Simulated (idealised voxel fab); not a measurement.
process module | voxel gate over fins
cross-section cut | 265 nm wide | cells 5 nm
A cross-section is a grid of square cells, given in bands from the top down. A band is one or more rows of cells.
Each band's line starts with the height of the band's top and of its bottom, in nm. Then come its materials from left to right, each with its width in nm. One material with "throughout" fills the band from edge to edge. "air" is empty space.
Height 0 is the level under which the wafer as received is all one material. The lowest band goes on downwards, as in "0 down".
A width such as "30 to 40" changes by the same amount from each row of cells to the next, from the band's top row to its bottom row.
"no change" after a step means that no cell of the cross-section changed.
closed voids: empty space of 8 cells or more with no open way to the top, each as width x height at its distance from the left edge, in nm
after a step's settings: what the simulator itself notes on the step
overlay nm, on a step with a mask: how far to the right of its planned place the mask lay; to the left if negative
Each pair below shows a cross-section before one step and the cross-section after it, down to the lowest band that changed. The line under each pair gives the step between them, with its settings. The pairs can come from different runs of this module on the same starting wafer, so a pair continues from the pair above only where its "before" says so.
before
  5 to 0: SiN 105 | air 15 | SiN 25 | air 15 | SiN 105
  0 to -15: Si 100 | air 25 | Si 15 | air 25 | Si 100
  -15 to -35: Si 100 | SiO2 25 | Si 15 | SiO2 25 | Si 100
  -35 down: Si throughout
  closed voids: none
after
  0 to -15: Si 100 | air 25 | Si 15 | air 25 | Si 100
  below -15: unchanged
  closed voids: none
the step between: op STRIP | etch materials SiN
before: the cross-section after the pair above
after
  5 to 0: HfO2 105 | air 15 | HfO2 25 | air 15 | HfO2 105
  0 to -10: Si 100 | HfO2 5 | air 15 | HfO2 5 | Si 15 | HfO2 5 | air 15 | HfO2 5 | Si 100
  -10 to -15: Si 100 | HfO2 25 | Si 15 | HfO2 25 | Si 100
  below -15: unchanged
  closed voids: none
the step between: op CONFORMAL_DEP | material HfO2 | thk nm 5
before: the cross-section after the pair above
after
  10 to 5: TiN 110 | air 5 | TiN 35 | air 5 | TiN 110
  5 to 0: HfO2 105 | TiN 5 | air 5 | TiN 5 | HfO2 25 | TiN 5 | air 5 | TiN 5 | HfO2 105
  0 to -5: Si 100 | HfO2 5 | TiN 5 | air 5 | TiN 5 | HfO2 5 | Si 15 | HfO2 5 | TiN 5 | air 5 | TiN 5 | HfO2 5 | Si 100
  -5 to -10: Si 100 | HfO2 5 | TiN 15 | HfO2 5 | Si 15 | HfO2 5 | TiN 15 | HfO2 5 | Si 100
  below -10: unchanged
  closed voids: none
the step between: op CONFORMAL_DEP | material TiN | thk nm 5
before: the cross-section after the pair above
after
  25 to 10: W throughout
  10 to 5: TiN 110 | W 5 | TiN 35 | W 5 | TiN 110
  5 to 0: HfO2 105 | TiN 5 | W 5 | TiN 5 | HfO2 25 | TiN 5 | W 5 | TiN 5 | HfO2 105
  0 to -5: Si 100 | HfO2 5 | TiN 5 | W 5 | TiN 5 | HfO2 5 | Si 15 | HfO2 5 | TiN 5 | W 5 | TiN 5 | HfO2 5 | Si 100
  below -5: unchanged
  closed voids: none
the step between: op FILL_DEP | material W | thk nm 15
before: the cross-section after the pair above
after
  20 to 10: W throughout
  below 10: unchanged
  closed voids: none
the step between: op CMP | height nm 20
before: the cross-section after the pair above
after
  30 to 20: SiN throughout
  below 20: unchanged
  closed voids: none
the step between: op CONFORMAL_DEP | material SiN | thk nm 10
